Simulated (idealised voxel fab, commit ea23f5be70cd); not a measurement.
Process module heading - voxel ribs on slabs
Cross-section cut: width 295 nm, square cells of 5 nm.
In what follows, cross-sections appear as grids of square cells, described through bands that run from the top down, where every band is one or more rows of cells.
Read a band's entry like this: the first values are the height of its top and the height of its bottom in nm, and what follows is the sequence of materials from left to right, each with its width in nm. Note that "empty" is empty space, and that a single material marked "all across" reaches across the band from edge to edge.
Counting heights begins at 0, where everything beneath is, in the wafer as received, one material. The lowest band has no bottom; it goes on downwards, as "z 0 and below" shows.
Note: "30 to 40" means the width goes from the first number (top row of the band) to the second number (bottom row) in equal steps per row of cells.
Where the words "remains unaltered" appear for a step, the cross-section shows no cell changed by that step; every cell remained as before.
The list in "Fully enclosed voids" covers empty spaces of 8 cells or more that cannot reach the top through any open way, and it gives each as width x height at distance; the distance is from the left edge, and width, height and distance are in nm.
Step line, after settings: the simulator's comment on this step.
Regarding "overlay nm": on a step with a mask, it is the distance the mask lay to the right of its planned place; a negative value places it to the left.
Set out below are the planned steps of the process
1) RECEIVE: material Si
2) DIRECTIONAL_DEP: material SiO2, thk nm 25
3) DIRECTIONAL_DEP: material SiN, thk nm 25
4) PATTERN: tone cover, mask id RIB, material resist, width nm 25, thk nm 20, overlay nm 0
5) DIRECTIONAL_ETCH: etch materials SiN, depth nm 15
6) STRIP: etch materials resist
7) MASKED_ETCH: tone cover, mask id SLAB, width nm 85, etch materials SiN, depth nm 10, overlay nm 0
8) FILL_DEP: material SiO2, thk nm 25
9) CMP: height nm 65
10) DIRECTIONAL_DEP: material TiN, thk nm 5
11) PATTERN: tone cover, mask id HEATER, material resist, width nm 35, thk nm 15, overlay nm 0
12) DIRECTIONAL_ETCH: etch materials TiN, depth nm 5
13) STRIP: etch materials resist
14) CONFORMAL_DEP: material SiN, thk nm 5
Cross-section, incoming material, after step 1
  z 0 and below: Si all across
  Fully enclosed voids: none
End state of the module in cross-section, given the above starting point and plan and one mistake in execution
  z 75 to 70: 125 of empty, 45 of SiN, 125 of empty
  z 70 to 65: 130 of SiN, 35 of TiN, 130 of SiN
  z 65 to 60: 135 of SiO2, 25 of SiN, 135 of SiO2
  z 60 to 50: 105 of SiO2, 85 of SiN, 105 of SiO2
  z 50 to 0: SiO2 all across
  z 0 and below: Si all across
  Fully enclosed voids: none
Which mistake was made when the wafer was run? plan step 2 was twice executed
